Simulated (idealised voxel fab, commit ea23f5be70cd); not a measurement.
This is a process module. Its name is voxel wiring stack.
Section shown: cut. Width: 215 nm. Cell size: 5 nm, square.
Cross-section spec: square-cell grid; bands listed top down; each band is one or more rows.
Band: top height; bottom height; in nm. Then, left to right: material with width in nm, for each material. "all across": a single material spanning edge to edge. "empty": empty space.
The level at which height equals 0 is the one under which the wafer, as it arrives, is entirely one material. No lower edge exists for the bottom band, which continues downward and is notated as in "0 down".
A width given as "30 to 40" starts at the first number in the band's top row and ends at the second number in its bottom row, shifting by an equal amount at every step from row to row.
Any step labelled "all unchanged" changed none of the cells in the cross-section.
In the "Fully closed voids" entry, you get each enclosed empty space of 8 cells or more, one with no open way to the top, written width x height at distance, distance from the left edge, in nm.
It should be noted that, on the line of a given step, the content following the step's settings is a remark produced by the simulator itself with respect to that step.
overlay nm: mask offset rightward from planned place, masked step; negative means leftward offset.
Process steps foreseen in the plan:
| 1 | RECEIVE [material Si] |
| 2 | CONFORMAL_DEP [material SiO2] [thk nm 15] |
| 3 | DIRECTIONAL_DEP [material TiN] [thk nm 5] |
| 4 | DIRECTIONAL_DEP [material Ru] [thk nm 20] |
| 5 | PATTERN [tone cover] [mask id METAL_1] [material resist] [width nm 20] [pitch nm 45] [thk nm 15] [overlay nm 0] |
| 6 | DIRECTIONAL_ETCH [etch materials Ru] [depth nm 20] |
| 7 | DIRECTIONAL_ETCH [etch materials TiN] [depth nm 5] |
| 8 | STRIP [etch materials resist] |
| 9 | FILL_DEP [material lowk] [thk nm 5] |
| 10 | CMP [height nm 40] |
| 11 | CONFORMAL_DEP [material SiCN] [thk nm 5] |
| 12 | DIRECTIONAL_DEP [material SiO2] [thk nm 35] |
| 13 | PATTERN [tone open] [mask id METAL_2] [material resist] [width nm 20] [pitch nm 45] [thk nm 20] [overlay nm 0] |
| 14 | DIRECTIONAL_ETCH [etch materials SiO2] [depth nm 20] |
| 15 | STRIP [etch materials resist] |
| 16 | DIRECTIONAL_DEP [material aC] [thk nm 15] |
| 17 | PATTERN [tone open] [mask id METAL_2_HOLES] [material resist] [width nm 15] [pitch nm 90] [thk nm 35] [overlay nm 0] |
| 18 | DIRECTIONAL_ETCH [etch materials aC] [depth nm 15] |
| 19 | STRIP [etch materials resist] |
| 20 | DIRECTIONAL_ETCH [etch materials SiO2] [depth nm 15] |
| 21 | DIRECTIONAL_ETCH [etch materials SiCN] [depth nm 5] |
| 22 | STRIP [etch materials aC] |
| 23 | CONFORMAL_DEP [material TiN] [thk nm 5] |
| 24 | FILL_DEP [material Cu] [thk nm 5] |
| 25 | CMP [height nm 80] |
| 26 | CONFORMAL_DEP [material SiN] [thk nm 5] |
Incoming wafer, cross-sectional view, post step 1:
* 0 down | Si all across
* Fully closed voids: none
Post-module cross-section of the first of two wafers (run per plan):
* 85 to 80 | SiN all across
* 80 to 65 | SiO2 (30)  TiN (5)  Cu (10)  TiN (5)  SiO2 (25)  TiN (5)  Cu (10)  TiN (5)  SiO2 (25)  TiN (5)  Cu (10)  TiN (5)  SiO2 (25)  TiN (5)  Cu (10)  TiN (5)  SiO2 (30)
* 65 to 60 | SiO2 (30)  TiN (5)  Cu (5)  TiN (10)  SiO2 (25)  TiN (20)  SiO2 (25)  TiN (5)  Cu (5)  TiN (10)  SiO2 (25)  TiN (20)  SiO2 (30)
* 60 to 45 | SiO2 (30)  TiN (5)  Cu (5)  TiN (5)  SiO2 (75)  TiN (5)  Cu (5)  TiN (5)  SiO2 (80)
* 45 to 40 | SiCN (30)  TiN (15)  SiCN (75)  TiN (15)  SiCN (80)
* 40 to 20 | lowk (30)  Ru (20)  lowk (25)  Ru (20)  lowk (25)  Ru (20)  lowk (25)  Ru (20)  lowk (30)
* 20 to 15 | lowk (30)  TiN (20)  lowk (25)  TiN (20)  lowk (25)  TiN (20)  lowk (25)  TiN (20)  lowk (30)
* 15 to 0 | SiO2 all across
* 0 down | Si all across
* Fully closed voids: none
Here is the second of the two wafers cut open at the end of the module - same start, same plan as the first one, but we made one mistake running it:
* 85 to 80 | SiN all across
* 80 to 65 | SiO2 (30)  TiN (5)  Cu (10)  TiN (5)  SiO2 (25)  TiN (5)  Cu (10)  TiN (5)  SiO2 (25)  TiN (5)  Cu (10)  TiN (5)  SiO2 (25)  TiN (5)  Cu (10)  TiN (5)  SiO2 (30)
* 65 to 60 | SiO2 (30)  TiN (5)  Cu (5)  TiN (10)  SiO2 (25)  TiN (20)  SiO2 (25)  TiN (5)  Cu (5)  TiN (10)  SiO2 (25)  TiN (20)  SiO2 (30)
* 60 to 50 | SiO2 (30)  TiN (5)  Cu (5)  TiN (5)  SiO2 (75)  TiN (5)  Cu (5)  TiN (5)  SiO2 (80)
* 50 to 45 | SiO2 (30)  TiN (15)  SiO2 (75)  TiN (15)  SiO2 (80)
* 45 to 40 | Ru all across
* 40 to 20 | lowk (30)  Ru (20)  lowk (25)  Ru (20)  lowk (25)  Ru (20)  lowk (25)  Ru (20)  lowk (30)
* 20 to 15 | lowk (30)  TiN (20)  lowk (25)  TiN (20)  lowk (25)  TiN (20)  lowk (25)  TiN (20)  lowk (30)
* 15 to 0 | SiO2 all across
* 0 down | Si all across
* Fully closed voids: none
Against the plan, the run slipped here: rather than as planned, step 11 actually ran as CONFORMAL_DEP [material Ru] [thk nm 5]
Final cells, second wafer relative to first, materials higher or lower: -2 Cu; +43 Ru; -37 SiCN; -4 TiN
